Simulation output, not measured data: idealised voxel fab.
Name of the process module below: voxel ribs on slabs
We display cut, a cross-section 290 nm in width whose square cells are each 5 nm.
A cross-section is written here as square cells arranged in a grid, and it is given in bands from the top down, each band taking up one or more rows of cells.
Each band's line starts with the height of the band's top and of its bottom, in nm. Then come its materials from left to right, each with its width in nm. One material with "all across" fills the band from edge to edge. "air" is empty space.
We count height from 0. Below that, the starting wafer is all one material. The lowest band never ends at the bottom but goes on down; see "from 0 down" for how that is written.
So if you see something like "30 to 40" for the width, read it as the top row of the band sitting at the first number and the bottom row at the second, with every row in between moving by the same amount as the last.
No cell of the cross-section changed in a step that is given as "nothing changed".
For the entry "Completely enclosed voids", the listed items are empty spaces with no open way to the top whose size is 8 cells or more; each item follows the pattern width x height at distance, where distance is from the left edge and all three are in nm.
Heads up: the bit after the settings on a step's line is the simulator's remark on that step.
A step's line can hold "overlay nm"; with a mask on that step, the setting says how far right of the planned place the mask lay, while a negative setting says it lay to the left.

Here's what the planned process steps look like:
| 1 | RECEIVE, material Si |
| 2 | DIRECTIONAL_DEP, material SiO2, thk nm 25 |
| 3 | DIRECTIONAL_DEP, material SiN, thk nm 15 |
| 4 | DIRECTIONAL_DEP, material aC, thk nm 15 |
| 5 | PATTERN, tone cover, mask id RIB, material resist, width nm 25, thk nm 30, overlay nm 0 |
| 6 | DIRECTIONAL_ETCH, etch materials aC, depth nm 15 |
| 7 | STRIP, etch materials resist |
| 8 | DIRECTIONAL_ETCH, etch materials SiN, depth nm 10 |
| 9 | STRIP, etch materials aC |
| 10 | DIRECTIONAL_DEP, material aC, thk nm 10 |
| 11 | PATTERN, tone cover, mask id SLAB, material resist, width nm 85, thk nm 25, overlay nm 0 |
| 12 | DIRECTIONAL_ETCH, etch materials aC, depth nm 10 |
| 13 | STRIP, etch materials resist |
| 14 | DIRECTIONAL_ETCH, etch materials SiN, depth nm 5 |
| 15 | STRIP, etch materials aC |
| 16 | FILL_DEP, material SiO2, thk nm 15 |
| 17 | CMP, height nm 50 |
| 18 | DIRECTIONAL_DEP, material TiN, thk nm 10 |
| 19 | DIRECTIONAL_DEP, material aC, thk nm 15 |
| 20 | PATTERN, tone cover, mask id HEATER, material resist, width nm 35, thk nm 30, overlay nm 0 |
| 21 | DIRECTIONAL_ETCH, etch materials aC, depth nm 15 |
| 22 | STRIP, etch materials resist |
| 23 | DIRECTIONAL_ETCH, etch materials TiN, depth nm 10 |
| 24 | STRIP, etch materials aC |
| 25 | CONFORMAL_DEP, material SiN, thk nm 10 |

Cross-section of the incoming wafer, state after step 1:
    from 0 down  Si all across
    Completely enclosed voids: none

Post-module cross-section of the first of two wafers (run per plan):
    from 70 to 60  air 115 nm, SiN 55 nm, air 120 nm
    from 60 to 50  SiN 125 nm, TiN 35 nm, SiN 130 nm
    from 50 to 40  SiO2 all across
    from 40 to 30  SiO2 130 nm, SiN 25 nm, SiO2 135 nm
    from 30 to 25  SiO2 100 nm, SiN 85 nm, SiO2 105 nm
    from 25 to 0  SiO2 all across
    from 0 down  Si all across
    Completely enclosed voids: none

Second wafer through the module, sectioned at the end: same beginning and same plan as the first wafer, with one mistake in carrying it out:
    from 70 to 60  air 115 nm, SiN 55 nm, air 120 nm
    from 60 to 50  SiN 125 nm, TiN 35 nm, SiN 130 nm
    from 50 to 35  SiO2 all across
    from 35 to 25  SiO2 130 nm, SiN 25 nm, SiO2 135 nm
    from 25 to 20  SiO2 100 nm, SiN 85 nm, SiO2 105 nm
    from 20 to 0  SiO2 all across
    from 0 down  Si all across
    Completely enclosed voids: none
Against the plan, the run slipped here: step 2 was processed under conditions differing from the plan, specifically as DIRECTIONAL_DEP, material SiO2, thk nm 20
Comparing end states, the material composition by cell count is preserved from the first wafer to the second, while the locations of the cells are not.
